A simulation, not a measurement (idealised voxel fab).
Process module under the name voxel ribs on slabs
Square cells of 5 nm make up the cross-section cut, whose width is 195 nm.
Each cross-section below is a grid of square cells, stated as bands in top-down order, with one or more rows of cells making up each band.
Read a band's entry like this: the first values are the height of its top and the height of its bottom in nm, and what follows is the sequence of materials from left to right, each with its width in nm. Note that "blank" is empty space, and that a single material marked "everywhere" reaches across the band from edge to edge.
Ref level 0: as-received wafer is one material below here. Bottom band extends down with no lower bound ("0 down").
It should be noted that a width expressed as "30..40" varies in equal increments from row to row of cells within the band, taking the value of the first number at the top row and that of the second number at the bottom row.
"no change", as given for a step, is the statement that not any cell of the cross-section underwent a change during that step.
The entry titled "Closed void register" provides the empty spaces that have no open way to the top, restricted to those of 8 cells or more. Each is presented as width x height at distance, the distance being measured from the left edge, with all three in nm.
Text after the settings on a step's line: the simulator's own remark on that step.
overlay nm: mask offset rightward from planned place, masked step; negative means leftward offset.

[Steps planned for the process]
1. op RECEIVE | material Si
2. op DIRECTIONAL_DEP | material SiO2 | thk nm 20
3. op DIRECTIONAL_DEP | material polySi | thk nm 15
4. op MASKED_ETCH | tone cover | mask id RIB | width nm 15 | etch materials polySi | depth nm 5 | overlay nm 0
5. op DIRECTIONAL_DEP | material aC | thk nm 15
6. op PATTERN | tone cover | mask id SLAB | material resist | width nm 55 | thk nm 35 | overlay nm 0
7. op DIRECTIONAL_ETCH | etch materials aC | depth nm 15
8. op STRIP | etch materials resist
9. op DIRECTIONAL_ETCH | etch materials polySi | depth nm 10
10. op STRIP | etch materials aC
11. op FILL_DEP | material SiO2 | thk nm 30
12. op CMP | height nm 55
13. op DIRECTIONAL_DEP | material TiN | thk nm 5
14. op DIRECTIONAL_DEP | material aC | thk nm 15
15. op PATTERN | tone cover | mask id HEATER | material resist | width nm 25 | thk nm 30 | overlay nm 0
16. op DIRECTIONAL_ETCH | etch materials aC | depth nm 15
17. op STRIP | etch materials resist
18. op DIRECTIONAL_ETCH | etch materials TiN | depth nm 5
19. op STRIP | etch materials aC
20. op CONFORMAL_DEP | material SiN | thk nm 5

[Cross-section: wafer on arrival = after step 1]
0 down: Si everywhere
Closed void register: none

[Below is the wafer in cross-section after the module was completed. It began from the starting point shown above and followed the plan shown above, except that one mistake was made while running it]
65 to 60: blank: 80, then SiN: 35, then blank: 80
60 to 55: SiN: 85, then TiN: 25, then SiN: 85
55 to 35: SiO2 everywhere
35 to 30: SiO2: 90, then polySi: 15, then SiO2: 90
30 to 20: SiO2: 70, then polySi: 60, then SiO2: 65
20 to 0: SiO2 everywhere
0 down: Si everywhere
Closed void register: none
Deviation from plan: heads up, step 6 didn't go per plan, it actually ran as op PATTERN | tone cover | mask id SLAB | material resist | width nm 60 | thk nm 35 | overlay nm 0
